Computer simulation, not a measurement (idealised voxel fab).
process module | voxel released beams
cross-section cut | 220 nm wide | cells 5 nm
A cross-section is a grid of square cells, given in bands from the top down. A band is one or more rows of cells.
Each band's line starts with the height of the band's top and of its bottom, in nm. Then come its materials from left to right, each with its width in nm. One material with "throughout" fills the band from edge to edge. "air" is empty space.
Height 0 is the level under which the wafer as received is all one material. The lowest band goes on downwards, as in "0 down".
A width such as "30 to 40" changes by the same amount from each row of cells to the next, from the band's top row to its bottom row.
"no change" after a step means that no cell of the cross-section changed.
closed voids: empty space of 8 cells or more with no open way to the top, each as width x height at its distance from the left edge, in nm
after a step's settings: what the simulator itself notes on the step
overlay nm, on a step with a mask: how far to the right of its planned place the mask lay; to the left if negative
plan
1 op RECEIVE | material Si
2 op CONFORMAL_DEP | material Al2O3 | thk nm 10
3 op DIRECTIONAL_DEP | material SiO2 | thk nm 20
4 op DIRECTIONAL_DEP | material aC | thk nm 10
5 op PATTERN | tone open | mask id ANCHOR | material resist | width nm 45 | thk nm 25 | overlay nm 0
6 op DIRECTIONAL_ETCH | etch materials aC | depth nm 10
7 op STRIP | etch materials resist
8 op DIRECTIONAL_ETCH | etch materials SiO2 | depth nm 20
9 op STRIP | etch materials aC
10 op CONFORMAL_DEP | material polySi | thk nm 15
11 op PATTERN | tone cover | mask id BEAM | material resist | width nm 130 | thk nm 15 | overlay nm 0
12 op DIRECTIONAL_ETCH | etch materials polySi | depth nm 15
13 op STRIP | etch materials resist
14 op STRIP | etch materials SiO2
as received, after step 1
  0 down: Si throughout
  closed voids: none
first wafer at the end, as planned
  45 to 30: air 40 | polySi 20 | air 15 | polySi 95 | air 50
  30 to 25: air 45 | polySi 15 | air 15 | polySi 15 | air 130
  25 to 10: air 45 | polySi 45 | air 130
  10 to 0: Al2O3 throughout
  0 down: Si throughout
  closed voids: none
second wafer at the end: like start, like plan, one mistake
  50 to 35: air 40 | polySi 25 | air 5 | polySi 100 | air 50
  35 to 30: polySi 65 | air 5 | polySi 150
  30 to 10: SiO2 45 | polySi 45 | SiO2 130
  10 to 0: Al2O3 throughout
  0 down: Si throughout
  closed voids: none
what went wrong: step 10 ran as: op CONFORMAL_DEP | material polySi | thk nm 20
at the end the second wafer has, in cells: 140 more of SiO2 | 52 more of polySi
